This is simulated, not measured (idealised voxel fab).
Process module name: voxel wiring stack
The figure presents cross-section cut, which has a width of 280 nm and is divided into square cells with an edge length of 5 nm.
How to read a cross-section here: the picture is a grid of square cells, written as bands going from the top down, and any band can span one or more rows of cells.
It is stipulated that each band's entry specify, in nanometres, the height of the top of the band and then that of its bottom, followed by the materials of the band in left-to-right sequence, each together with its width in nanometres. A single material marked by the word "all across" is understood to fill the band from edge to edge; the word "air" is understood to denote empty space.
The reference from which all heights are counted is 0, the level beneath which the as-received wafer is entirely one material; the lowest band, having no lower bound, proceeds downward and is written after the example "0 down".
A width such as "30 to 40" changes by the same amount from each row of cells to the next, from the band's top row to its bottom row.
"all unchanged" (step): cross-section cells unchanged, all of them.
"Enclosed void catalog" contains a list of empty spaces, each no smaller than 8 cells and without an open way to the top, written in the form width x height at distance with the distance from the left edge and all three in nm.
Note: text after step settings on the step line = simulator remark on that step.
A step's line can hold "overlay nm"; with a mask on that step, the setting says how far right of the planned place the mask lay, while a negative setting says it lay to the left.
These are the steps we planned for the process:
1. RECEIVE (material Si)
2. CONFORMAL_DEP (material SiO2; thk nm 10)
3. CONFORMAL_DEP (material SiCN; thk nm 5)
4. DIRECTIONAL_DEP (material lowk; thk nm 25)
5. DIRECTIONAL_DEP (material aC; thk nm 10)
6. PATTERN (tone open; mask id METAL_1; material resist; width nm 30; pitch nm 45; thk nm 30; overlay nm 0)
7. DIRECTIONAL_ETCH (etch materials aC; depth nm 10)
8. STRIP (etch materials resist)
9. DIRECTIONAL_ETCH (etch materials lowk; depth nm 25)
10. DIRECTIONAL_ETCH (etch materials SiCN; depth nm 5)
11. STRIP (etch materials aC)
12. CONFORMAL_DEP (material TiN; thk nm 5)
13. FILL_DEP (material W; thk nm 5)
14. CMP (height nm 40)
15. CONFORMAL_DEP (material SiCN; thk nm 5)
16. DIRECTIONAL_DEP (material SiO2; thk nm 25)
17. DIRECTIONAL_DEP (material aC; thk nm 15)
18. PATTERN (tone open; mask id METAL_2_HOLES; material resist; width nm 15; thk nm 30; overlay nm 0)
19. DIRECTIONAL_ETCH (etch materials aC; depth nm 15)
20. STRIP (etch materials resist)
21. DIRECTIONAL_ETCH (etch materials SiO2; depth nm 25)
22. STRIP (etch materials aC)
23. PATTERN (tone open; mask id METAL_2; material resist; width nm 30; pitch nm 45; thk nm 20; overlay nm 0)
24. DIRECTIONAL_ETCH (etch materials SiO2; depth nm 15)
25. DIRECTIONAL_ETCH (etch materials SiCN; depth nm 5)
26. STRIP (etch materials resist)
27. CONFORMAL_DEP (material TiN; thk nm 5)
28. FILL_DEP (material Cu; thk nm 10)
29. CMP (height nm 70)
30. CONFORMAL_DEP (material SiCN; thk nm 5)
31. DIRECTIONAL_DEP (material SiO2; thk nm 15)
32. MASKED_ETCH (tone open; mask id PLUG_2; width nm 15; pitch nm 45; etch materials SiO2; depth nm 15; overlay nm 0)
33. MASKED_ETCH (tone open; mask id PLUG_2; width nm 15; pitch nm 45; etch materials SiCN; depth nm 5; overlay nm 0)
34. EPI (material Ru; thk nm 10)
35. EPI (material Ru; thk nm 10)
36. DIRECTIONAL_DEP (material TiN; thk nm 5)
37. DIRECTIONAL_DEP (material W; thk nm 20)
38. PATTERN (tone cover; mask id METAL_3; material resist; width nm 30; pitch nm 45; thk nm 15; overlay nm 0)
39. DIRECTIONAL_ETCH (etch materials W; depth nm 20)
40. DIRECTIONAL_ETCH (etch materials TiN; depth nm 5)
41. STRIP (etch materials resist)
42. CONFORMAL_DEP (material SiCN; thk nm 5)
43. FILL_DEP (material SiO2; thk nm 5)
44. CMP (height nm 115)
45. CONFORMAL_DEP (material SiCN; thk nm 5)
46. DIRECTIONAL_DEP (material SiO2; thk nm 10)
47. DIRECTIONAL_DEP (material aC; thk nm 15)
48. PATTERN (tone open; mask id PLUG_3; material resist; width nm 15; thk nm 35; overlay nm 0)
49. DIRECTIONAL_ETCH (etch materials aC; depth nm 15)
50. STRIP (etch materials resist)
51. DIRECTIONAL_ETCH (etch materials SiO2; depth nm 10)
52. DIRECTIONAL_ETCH (etch materials SiCN; depth nm 5)
53. STRIP (etch materials aC)
54. CONFORMAL_DEP (material TiN; thk nm 5)
55. FILL_DEP (material Ru; thk nm 10)
56. CMP (height nm 130)
57. CONFORMAL_DEP (material SiN; thk nm 5)
58. DIRECTIONAL_DEP (material SiO2; thk nm 25)
59. DIRECTIONAL_DEP (material aC; thk nm 10)
60. PATTERN (tone open; mask id METAL_4; material resist; width nm 30; pitch nm 45; thk nm 25; overlay nm 0)
61. DIRECTIONAL_ETCH (etch materials aC; depth nm 10)
62. STRIP (etch materials resist)
63. DIRECTIONAL_ETCH (etch materials SiO2; depth nm 25)
64. DIRECTIONAL_ETCH (etch materials SiN; depth nm 5)
65. STRIP (etch materials aC)
66. CONFORMAL_DEP (material TiN; thk nm 5)
67. FILL_DEP (material Cu; thk nm 5)
68. CMP (height nm 160)
69. CONFORMAL_DEP (material SiN; thk nm 5)
First wafer, as planned:
Here's what the wafer looked like in cross-section when it arrived - that's after step 1:
	0 down: Si all across
	Enclosed void catalog: none
Cross-section: wafer state after step 2:
	10 to 0: SiO2 all across
	Everything under 0 stays put, no change at all.
Cross-section: wafer state after step 3:
	15 to 10: SiCN all across
	Everything under 10 stays put, no change at all.
Cross-section: wafer state after step 4:
	40 to 15: lowk all across
	Everything under 15 stays put, no change at all.
Cross-section: wafer state after step 5:
	50 to 40: aC all across
	Everything under 40 stays put, no change at all.
Cross-section: wafer state after step 6:
	80 to 50: resist=100, air=30, resist=15, air=30, resist=105
	Everything under 50 stays put, no change at all.
Cross-section: wafer state after step 7:
	70 to 50: resist=100, air=30, resist=15, air=30, resist=105
	50 to 40: aC=100, air=30, aC=15, air=30, aC=105
	Everything under 40 stays put, no change at all.
Cross-section: wafer state after step 8:
	50 to 40: aC=100, air=30, aC=15, air=30, aC=105
	Everything under 40 stays put, no change at all.
Cross-section: wafer state after step 9:
	50 to 40: aC=100, air=30, aC=15, air=30, aC=105
	40 to 15: lowk=100, air=30, lowk=15, air=30, lowk=105
	Everything under 15 stays put, no change at all.
Cross-section: wafer state after step 10:
	50 to 40: aC=100, air=30, aC=15, air=30, aC=105
	40 to 15: lowk=100, air=30, lowk=15, air=30, lowk=105
	15 to 10: SiCN=100, air=30, SiCN=15, air=30, SiCN=105
	Everything under 10 stays put, no change at all.
Cross-section: wafer state after step 11:
	40 to 15: lowk=100, air=30, lowk=15, air=30, lowk=105
	Everything under 15 stays put, no change at all.
Cross-section: wafer state after step 12:
	45 to 40: TiN=105, air=20, TiN=25, air=20, TiN=110
	40 to 15: lowk=100, TiN=5, air=20, TiN=5, lowk=15, TiN=5, air=20, TiN=5, lowk=105
	15 to 10: SiCN=100, TiN=30, SiCN=15, TiN=30, SiCN=105
	Everything under 10 stays put, no change at all.
Cross-section: wafer state after step 13:
	50 to 45: W all across
	45 to 40: TiN=105, W=20, TiN=25, W=20, TiN=110
	40 to 15: lowk=100, TiN=5, W=20, TiN=5, lowk=15, TiN=5, W=20, TiN=5, lowk=105
	Everything under 15 stays put, no change at all.
Cross-section: wafer state after step 14:
	40 to 15: lowk=100, TiN=5, W=20, TiN=5, lowk=15, TiN=5, W=20, TiN=5, lowk=105
	Everything under 15 stays put, no change at all.
Cross-section: wafer state after step 15:
	45 to 40: SiCN all across
	Everything under 40 stays put, no change at all.
Cross-section: wafer state after step 16:
	70 to 45: SiO2 all across
	Everything under 45 stays put, no change at all.
Cross-section: wafer state after step 17:
	85 to 70: aC all across
	Everything under 70 stays put, no change at all.
Cross-section: wafer state after step 18:
	115 to 85: resist=100, air=15, resist=165
	Everything under 85 stays put, no change at all.
Cross-section: wafer state after step 19:
	100 to 85: resist=100, air=15, resist=165
	85 to 70: aC=100, air=15, aC=165
	Everything under 70 stays put, no change at all.
Cross-section: wafer state after step 20:
	85 to 70: aC=100, air=15, aC=165
	Everything under 70 stays put, no change at all.
Cross-section: wafer state after step 21:
	85 to 70: aC=100, air=15, aC=165
	70 to 45: SiO2=100, air=15, SiO2=165
	Everything under 45 stays put, no change at all.
Cross-section: wafer state after step 22:
	70 to 45: SiO2=100, air=15, SiO2=165
	Everything under 45 stays put, no change at all.
Cross-section: wafer state after step 23:
	90 to 70: resist=100, air=30, resist=15, air=30, resist=105
	Everything under 70 stays put, no change at all.
Cross-section: wafer state after step 24:
	90 to 70: resist=100, air=30, resist=15, air=30, resist=105
	70 to 55: SiO2=100, air=30, SiO2=15, air=30, SiO2=105
	Everything under 55 stays put, no change at all.
Cross-section: wafer state after step 25:
	90 to 70: resist=100, air=30, resist=15, air=30, resist=105
	70 to 55: SiO2=100, air=30, SiO2=15, air=30, SiO2=105
	55 to 45: SiO2=100, air=15, SiO2=165
	45 to 40: SiCN=100, air=15, SiCN=165
	Everything under 40 stays put, no change at all.
Cross-section: wafer state after step 26:
	70 to 55: SiO2=100, air=30, SiO2=15, air=30, SiO2=105
	Everything under 55 stays put, no change at all.
Cross-section: wafer state after step 27:
	75 to 70: TiN=105, air=20, TiN=25, air=20, TiN=110
	70 to 60: SiO2=100, TiN=5, air=20, TiN=5, SiO2=15, TiN=5, air=20, TiN=5, SiO2=105
	60 to 55: SiO2=100, TiN=5, air=5, TiN=20, SiO2=15, TiN=30, SiO2=105
	55 to 45: SiO2=100, TiN=5, air=5, TiN=5, SiO2=165
	45 to 40: SiCN=100, TiN=15, SiCN=165
	Everything under 40 stays put, no change at all.
Cross-section: wafer state after step 28:
	85 to 75: Cu all across
	75 to 70: TiN=105, Cu=20, TiN=25, Cu=20, TiN=110
	70 to 60: SiO2=100, TiN=5, Cu=20, TiN=5, SiO2=15, TiN=5, Cu=20, TiN=5, SiO2=105
	60 to 55: SiO2=100, TiN=5, Cu=5, TiN=20, SiO2=15, TiN=30, SiO2=105
	55 to 45: SiO2=100, TiN=5, Cu=5, TiN=5, SiO2=165
	Everything under 45 stays put, no change at all.
Cross-section: wafer state after step 29:
	70 to 60: SiO2=100, TiN=5, Cu=20, TiN=5, SiO2=15, TiN=5, Cu=20, TiN=5, SiO2=105
	Everything under 60 stays put, no change at all.
Cross-section: wafer state after step 30:
	75 to 70: SiCN all across
	Everything under 70 stays put, no change at all.
Cross-section: wafer state after step 31:
	90 to 75: SiO2 all across
	Everything under 75 stays put, no change at all.
Cross-section: wafer state after step 32:
	90 to 75: SiO2=100, air=15, SiO2=30, air=15, SiO2=120
	Everything under 75 stays put, no change at all.
Cross-section: wafer state after step 33:
	90 to 75: SiO2=100, air=15, SiO2=30, air=15, SiO2=120
	75 to 70: SiCN=100, air=15, SiCN=30, air=15, SiCN=120
	Everything under 70 stays put, no change at all.
Cross-section: wafer state after step 34:
	90 to 80: SiO2=100, air=15, SiO2=30, air=15, SiO2=120
	80 to 75: SiO2=100, Ru=15, SiO2=30, Ru=15, SiO2=120
	75 to 70: SiCN=100, Ru=15, SiCN=30, Ru=15, SiCN=120
	Everything under 70 stays put, no change at all.
Cross-section: wafer state after step 35:
	90 to 75: SiO2=100, Ru=15, SiO2=30, Ru=15, SiO2=120
	Everything under 75 stays put, no change at all.
Cross-section: wafer state after step 36:
	95 to 90: TiN all across
	Everything under 90 stays put, no change at all.
Cross-section: wafer state after step 37:
	115 to 95: W all across
	Everything under 95 stays put, no change at all.
Cross-section: wafer state after step 38:
	130 to 115: air=100, resist=30, air=15, resist=30, air=105
	Everything under 115 stays put, no change at all.
Cross-section: wafer state after step 39:
	130 to 115: air=100, resist=30, air=15, resist=30, air=105
	115 to 95: air=100, W=30, air=15, W=30, air=105
	Everything under 95 stays put, no change at all.
Cross-section: wafer state after step 40:
	130 to 115: air=100, resist=30, air=15, resist=30, air=105
	115 to 95: air=100, W=30, air=15, W=30, air=105
	95 to 90: air=100, TiN=30, air=15, TiN=30, air=105
	Everything under 90 stays put, no change at all.
Cross-section: wafer state after step 41:
	115 to 95: air=100, W=30, air=15, W=30, air=105
	Everything under 95 stays put, no change at all.
Cross-section: wafer state after step 42:
	120 to 115: air=95, SiCN=40, air=5, SiCN=40, air=100
	115 to 95: air=95, SiCN=5, W=30, SiCN=5, air=5, SiCN=5, W=30, SiCN=5, air=100
	95 to 90: SiCN=100, TiN=30, SiCN=15, TiN=30, SiCN=105
	Everything under 90 stays put, no change at all.
Cross-section: wafer state after step 43:
	125 to 120: SiO2 all across
	120 to 115: SiO2=95, SiCN=40, SiO2=5, SiCN=40, SiO2=100
	115 to 95: SiO2=95, SiCN=5, W=30, SiCN=5, SiO2=5, SiCN=5, W=30, SiCN=5, SiO2=100
	Everything under 95 stays put, no change at all.
Cross-section: wafer state after step 44:
	115 to 95: SiO2=95, SiCN=5, W=30, SiCN=5, SiO2=5, SiCN=5, W=30, SiCN=5, SiO2=100
	Everything under 95 stays put, no change at all.
Cross-section: wafer state after step 45:
	120 to 115: SiCN all across
	Everything under 115 stays put, no change at all.
Cross-section: wafer state after step 46:
	130 to 120: SiO2 all across
	Everything under 120 stays put, no change at all.
Cross-section: wafer state after step 47:
	145 to 130: aC all across
	Everything under 130 stays put, no change at all.
Cross-section: wafer state after step 48:
	180 to 145: resist=100, air=15, resist=165
	Everything under 145 stays put, no change at all.
Cross-section: wafer state after step 49:
	165 to 145: resist=100, air=15, resist=165
	145 to 130: aC=100, air=15, aC=165
	Everything under 130 stays put, no change at all.
Cross-section: wafer state after step 50:
	145 to 130: aC=100, air=15, aC=165
	Everything under 130 stays put, no change at all.
Cross-section: wafer state after step 51:
	145 to 130: aC=100, air=15, aC=165
	130 to 120: SiO2=100, air=15, SiO2=165
	Everything under 120 stays put, no change at all.
Cross-section: wafer state after step 52:
	145 to 130: aC=100, air=15, aC=165
	130 to 120: SiO2=100, air=15, SiO2=165
	120 to 115: SiCN=100, air=15, SiCN=165
	Everything under 115 stays put, no change at all.
Cross-section: wafer state after step 53:
	130 to 120: SiO2=100, air=15, SiO2=165
	Everything under 120 stays put, no change at all.
Cross-section: wafer state after step 54:
	135 to 130: TiN=105, air=5, TiN=170
	130 to 120: SiO2=100, TiN=5, air=5, TiN=5, SiO2=165
	120 to 115: SiCN=100, TiN=15, SiCN=165
	Everything under 115 stays put, no change at all.
Cross-section: wafer state after step 55:
	145 to 135: Ru all across
	135 to 130: TiN=105, Ru=5, TiN=170
	130 to 120: SiO2=100, TiN=5, Ru=5, TiN=5, SiO2=165
	Everything under 120 stays put, no change at all.
Cross-section: wafer state after step 56:
	130 to 120: SiO2=100, TiN=5, Ru=5, TiN=5, SiO2=165
	Everything under 120 stays put, no change at all.
Cross-section: wafer state after step 57:
	135 to 130: SiN all across
	Everything under 130 stays put, no change at all.
Cross-section: wafer state after step 58:
	160 to 135: SiO2 all across
	Everything under 135 stays put, no change at all.
Cross-section: wafer state after step 59:
	170 to 160: aC all across
	Everything under 160 stays put, no change at all.
Cross-section: wafer state after step 60:
	195 to 170: resist=100, air=30, resist=15, air=30, resist=105
	Everything under 170 stays put, no change at all.
Cross-section: wafer state after step 61:
	185 to 170: resist=100, air=30, resist=15, air=30, resist=105
	170 to 160: aC=100, air=30, aC=15, air=30, aC=105
	Everything under 160 stays put, no change at all.
Cross-section: wafer state after step 62:
	170 to 160: aC=100, air=30, aC=15, air=30, aC=105
	Everything under 160 stays put, no change at all.
Cross-section: wafer state after step 63:
	170 to 160: aC=100, air=30, aC=15, air=30, aC=105
	160 to 135: SiO2=100, air=30, SiO2=15, air=30, SiO2=105
	Everything under 135 stays put, no change at all.
Cross-section: wafer state after step 64:
	170 to 160: aC=100, air=30, aC=15, air=30, aC=105
	160 to 135: SiO2=100, air=30, SiO2=15, air=30, SiO2=105
	135 to 130: SiN=100, air=30, SiN=15, air=30, SiN=105
	Everything under 130 stays put, no change at all.
Cross-section: wafer state after step 65:
	160 to 135: SiO2=100, air=30, SiO2=15, air=30, SiO2=105
	Everything under 135 stays put, no change at all.
Cross-section: wafer state after step 66:
	165 to 160: TiN=105, air=20, TiN=25, air=20, TiN=110
	160 to 135: SiO2=100, TiN=5, air=20, TiN=5, SiO2=15, TiN=5, air=20, TiN=5, SiO2=105
	135 to 130: SiN=100, TiN=30, SiN=15, TiN=30, SiN=105
	Everything under 130 stays put, no change at all.
Cross-section: wafer state after step 67:
	170 to 165: Cu all across
	165 to 160: TiN=105, Cu=20, TiN=25, Cu=20, TiN=110
	160 to 135: SiO2=100, TiN=5, Cu=20, TiN=5, SiO2=15, TiN=5, Cu=20, TiN=5, SiO2=105
	Everything under 135 stays put, no change at all.
Cross-section: wafer state after step 68:
	160 to 135: SiO2=100, TiN=5, Cu=20, TiN=5, SiO2=15, TiN=5, Cu=20, TiN=5, SiO2=105
	Everything under 135 stays put, no change at all.
Cross-section: wafer state after step 69:
	165 to 160: SiN all across
	Everything under 160 stays put, no change at all.
Wafer two. Identical start, identical plan. One mistake in execution. Identical history through step 30:
Second wafer profile in section, at the moment step 31 of the plan was meant to be complete:
	105 to 75: SiO2 all across
	Everything under 75 stays put, no change at all.
Second wafer profile in section, at the moment step 32 of the plan was meant to be complete:
	105 to 90: SiO2=100, air=15, SiO2=30, air=15, SiO2=120
	Everything under 90 stays put, no change at all.
Second wafer profile in section, at the moment step 33 of the plan was meant to be complete: all unchanged
Second wafer profile in section, at the moment step 34 of the plan was meant to be complete: all unchanged
Second wafer profile in section, at the moment step 35 of the plan was meant to be complete: all unchanged
Second wafer profile in section, at the moment step 36 of the plan was meant to be complete:
	110 to 105: TiN=100, air=15, TiN=30, air=15, TiN=120
	105 to 95: SiO2=100, air=15, SiO2=30, air=15, SiO2=120
	95 to 90: SiO2=100, TiN=15, SiO2=30, TiN=15, SiO2=120
	Everything under 90 stays put, no change at all.
Second wafer profile in section, at the moment step 37 of the plan was meant to be complete:
	130 to 115: W=100, air=15, W=30, air=15, W=120
	115 to 110: W all across
	110 to 105: TiN=100, W=15, TiN=30, W=15, TiN=120
	105 to 95: SiO2=100, W=15, SiO2=30, W=15, SiO2=120
	Everything under 95 stays put, no change at all.
Second wafer profile in section, at the moment step 38 of the plan was meant to be complete:
	145 to 130: air=100, resist=30, air=15, resist=30, air=105
	130 to 115: W=100, resist=15, W=30, resist=15, W=120
	Everything under 115 stays put, no change at all.
Second wafer profile in section, at the moment step 39 of the plan was meant to be complete:
	145 to 130: air=100, resist=30, air=15, resist=30, air=105
	130 to 115: air=100, resist=15, W=15, air=15, resist=15, W=15, air=105
	115 to 110: air=100, W=30, air=15, W=30, air=105
	Everything under 110 stays put, no change at all.
Second wafer profile in section, at the moment step 40 of the plan was meant to be complete:
	145 to 130: air=100, resist=30, air=15, resist=30, air=105
	130 to 115: air=100, resist=15, W=15, air=15, resist=15, W=15, air=105
	115 to 110: air=100, W=30, air=15, W=30, air=105
	110 to 105: air=100, W=15, TiN=15, air=15, W=15, TiN=15, air=105
	Everything under 105 stays put, no change at all.
Second wafer profile in section, at the moment step 41 of the plan was meant to be complete:
	130 to 115: air=115, W=15, air=30, W=15, air=105
	Everything under 115 stays put, no change at all.
Second wafer profile in section, at the moment step 42 of the plan was meant to be complete:
	135 to 130: air=110, SiCN=25, air=20, SiCN=25, air=100
	130 to 120: air=110, SiCN=5, W=15, SiCN=5, air=20, SiCN=5, W=15, SiCN=5, air=100
	120 to 110: air=95, SiCN=20 to 5, W=15 to 30, SiCN=5, air=5, SiCN=20 to 5, W=15 to 30, SiCN=5, air=100
	110 to 105: SiCN=100, W=15, TiN=15, SiCN=15, W=15, TiN=15, SiCN=105
	Everything under 105 stays put, no change at all.
Second wafer profile in section, at the moment step 43 of the plan was meant to be complete:
	140 to 135: SiO2 all across
	135 to 130: SiO2=110, SiCN=25, SiO2=20, SiCN=25, SiO2=100
	130 to 120: SiO2=110, SiCN=5, W=15, SiCN=5, SiO2=20, SiCN=5, W=15, SiCN=5, SiO2=100
	120 to 110: SiO2=95, SiCN=20 to 5, W=15 to 30, SiCN=5, SiO2=5, SiCN=20 to 5, W=15 to 30, SiCN=5, SiO2=100
	Everything under 110 stays put, no change at all.
Second wafer profile in section, at the moment step 44 of the plan was meant to be complete:
	115 to 110: SiO2=95, SiCN=5, W=30, SiCN=5, SiO2=5, SiCN=5, W=30, SiCN=5, SiO2=100
	Everything under 110 stays put, no change at all.
Second wafer profile in section, at the moment step 45 of the plan was meant to be complete:
	120 to 115: SiCN all across
	Everything under 115 stays put, no change at all.
Second wafer profile in section, at the moment step 46 of the plan was meant to be complete:
	130 to 120: SiO2 all across
	Everything under 120 stays put, no change at all.
Second wafer profile in section, at the moment step 47 of the plan was meant to be complete:
	145 to 130: aC all across
	Everything under 130 stays put, no change at all.
Second wafer profile in section, at the moment step 48 of the plan was meant to be complete:
	180 to 145: resist=100, air=15, resist=165
	Everything under 145 stays put, no change at all.
Second wafer profile in section, at the moment step 49 of the plan was meant to be complete:
	165 to 145: resist=100, air=15, resist=165
	145 to 130: aC=100, air=15, aC=165
	Everything under 130 stays put, no change at all.
Second wafer profile in section, at the moment step 50 of the plan was meant to be complete:
	145 to 130: aC=100, air=15, aC=165
	Everything under 130 stays put, no change at all.
Second wafer profile in section, at the moment step 51 of the plan was meant to be complete:
	145 to 130: aC=100, air=15, aC=165
	130 to 120: SiO2=100, air=15, SiO2=165
	Everything under 120 stays put, no change at all.
Second wafer profile in section, at the moment step 52 of the plan was meant to be complete:
	145 to 130: aC=100, air=15, aC=165
	130 to 120: SiO2=100, air=15, SiO2=165
	120 to 115: SiCN=100, air=15, SiCN=165
	Everything under 115 stays put, no change at all.
Second wafer profile in section, at the moment step 53 of the plan was meant to be complete:
	130 to 120: SiO2=100, air=15, SiO2=165
	Everything under 120 stays put, no change at all.
Second wafer profile in section, at the moment step 54 of the plan was meant to be complete:
	135 to 130: TiN=105, air=5, TiN=170
	130 to 120: SiO2=100, TiN=5, air=5, TiN=5, SiO2=165
	120 to 115: SiCN=100, TiN=15, SiCN=165
	Everything under 115 stays put, no change at all.
Second wafer profile in section, at the moment step 55 of the plan was meant to be complete:
	145 to 135: Ru all across
	135 to 130: TiN=105, Ru=5, TiN=170
	130 to 120: SiO2=100, TiN=5, Ru=5, TiN=5, SiO2=165
	Everything under 120 stays put, no change at all.
Second wafer profile in section, at the moment step 56 of the plan was meant to be complete:
	130 to 120: SiO2=100, TiN=5, Ru=5, TiN=5, SiO2=165
	Everything under 120 stays put, no change at all.
Second wafer profile in section, at the moment step 57 of the plan was meant to be complete:
	135 to 130: SiN all across
	Everything under 130 stays put, no change at all.
Second wafer profile in section, at the moment step 58 of the plan was meant to be complete:
	160 to 135: SiO2 all across
	Everything under 135 stays put, no change at all.
Second wafer profile in section, at the moment step 59 of the plan was meant to be complete:
	170 to 160: aC all across
	Everything under 160 stays put, no change at all.
Second wafer profile in section, at the moment step 60 of the plan was meant to be complete:
	195 to 170: resist=100, air=30, resist=15, air=30, resist=105
	Everything under 170 stays put, no change at all.
Second wafer profile in section, at the moment step 61 of the plan was meant to be complete:
	185 to 170: resist=100, air=30, resist=15, air=30, resist=105
	170 to 160: aC=100, air=30, aC=15, air=30, aC=105
	Everything under 160 stays put, no change at all.
Second wafer profile in section, at the moment step 62 of the plan was meant to be complete:
	170 to 160: aC=100, air=30, aC=15, air=30, aC=105
	Everything under 160 stays put, no change at all.
Second wafer profile in section, at the moment step 63 of the plan was meant to be complete:
	170 to 160: aC=100, air=30, aC=15, air=30, aC=105
	160 to 135: SiO2=100, air=30, SiO2=15, air=30, SiO2=105
	Everything under 135 stays put, no change at all.
Second wafer profile in section, at the moment step 64 of the plan was meant to be complete:
	170 to 160: aC=100, air=30, aC=15, air=30, aC=105
	160 to 135: SiO2=100, air=30, SiO2=15, air=30, SiO2=105
	135 to 130: SiN=100, air=30, SiN=15, air=30, SiN=105
	Everything under 130 stays put, no change at all.
Second wafer profile in section, at the moment step 65 of the plan was meant to be complete:
	160 to 135: SiO2=100, air=30, SiO2=15, air=30, SiO2=105
	Everything under 135 stays put, no change at all.
Second wafer profile in section, at the moment step 66 of the plan was meant to be complete:
	165 to 160: TiN=105, air=20, TiN=25, air=20, TiN=110
	160 to 135: SiO2=100, TiN=5, air=20, TiN=5, SiO2=15, TiN=5, air=20, TiN=5, SiO2=105
	135 to 130: SiN=100, TiN=30, SiN=15, TiN=30, SiN=105
	Everything under 130 stays put, no change at all.
Second wafer profile in section, at the moment step 67 of the plan was meant to be complete:
	170 to 165: Cu all across
	165 to 160: TiN=105, Cu=20, TiN=25, Cu=20, TiN=110
	160 to 135: SiO2=100, TiN=5, Cu=20, TiN=5, SiO2=15, TiN=5, Cu=20, TiN=5, SiO2=105
	Everything under 135 stays put, no change at all.
Second wafer profile in section, at the moment step 68 of the plan was meant to be complete:
	160 to 135: SiO2=100, TiN=5, Cu=20, TiN=5, SiO2=15, TiN=5, Cu=20, TiN=5, SiO2=105
	Everything under 135 stays put, no change at all.
Second wafer profile in section, at the moment step 69 of the plan was meant to be complete:
	165 to 160: SiN all across
	Everything under 160 stays put, no change at all.
The plan and the run diverged here: regarding the plan, step 31 was run twice
In the final state, the cell counts of the second wafer exceed or fall short of those of the first for the following materials: Ru: 24 fewer, SiCN: 6 fewer, SiO2: 48 more, W: 18 fewer
